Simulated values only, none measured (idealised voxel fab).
You're looking at the process module voxel ribs on slabs.
cross-section cut | 295 nm wide | cells 5 nm
Throughout this document, each cross-section is represented as a grid of square cells and is presented as a sequence of bands enumerated from the top downward, where a band comprises one or more rows of cells.
Per band: top height and bottom height in nm, followed by the left-to-right materials and their widths in nm; "all across" marks a single material spanning edge to edge, "blank" marks empty space.
Height reference: 0 = level under which incoming wafer is all one material. Lowest band: no bottom, runs on downward, e.g. "0..down".
The expression "30 to 40" gives the width at the extremes of the band, the first number at its top row of cells and the second at its bottom row, with the width changing by equal amounts from each row to the next in between.
Given "remains unaltered" for a step, no cell of the cross-section differs between before and after that step.
"Fully closed voids": sealed empty spaces, 8 cells or more, no open way to top, listed width x height at distance, with distance from the left edge and width, height and distance in nm.
What comes after the settings on a step's line is commentary from the simulator itself on that step.
"overlay nm", when on a step's line for a step with a mask, measures how far to the right of its planned place the mask lay; a negative measure means to the left.
[Steps planned for the process]
1) RECEIVE (material Si)
2) DIRECTIONAL_DEP (material SiO2; thk nm 20)
3) DIRECTIONAL_DEP (material polySi; thk nm 25)
4) DIRECTIONAL_DEP (material aC; thk nm 10)
5) PATTERN (tone cover; mask id RIB; material resist; width nm 15; thk nm 30; overlay nm 0)
6) DIRECTIONAL_ETCH (etch materials aC; depth nm 10)
7) STRIP (etch materials resist)
8) DIRECTIONAL_ETCH (etch materials polySi; depth nm 15)
9) STRIP (etch materials aC)
10) DIRECTIONAL_DEP (material aC; thk nm 15)
11) PATTERN (tone cover; mask id SLAB; material resist; width nm 55; thk nm 35; overlay nm 0)
12) DIRECTIONAL_ETCH (etch materials aC; depth nm 15)
13) STRIP (etch materials resist)
14) DIRECTIONAL_ETCH (etch materials polySi; depth nm 10)
15) STRIP (etch materials aC)
16) FILL_DEP (material SiO2; thk nm 15)
17) CMP (height nm 55)
18) DIRECTIONAL_DEP (material TiN; thk nm 10)
19) PATTERN (tone cover; mask id HEATER; material resist; width nm 25; thk nm 20; overlay nm 0)
20) DIRECTIONAL_ETCH (etch materials TiN; depth nm 10)
21) STRIP (etch materials resist)
22) CONFORMAL_DEP (material SiO2; thk nm 5)
[Shown in cross-section is the wafer as received, that is, as it stands after step 1]
* 0..down = Si all across
* Fully closed voids: none
[Cross-section, end of module. Start: as above. Plan: as above. Execution: one mistake]
* 65..55 = 135 of blank, then 25 of TiN, then 135 of blank
* 55..45 = SiO2 all across
* 45..30 = 140 of SiO2, then 15 of polySi, then 140 of SiO2
* 30..20 = 120 of SiO2, then 55 of polySi, then 120 of SiO2
* 20..0 = SiO2 all across
* 0..down = Si all across
* Fully closed voids: none
Nonconformance to the process plan: plan step 22 never ran because it was skipped
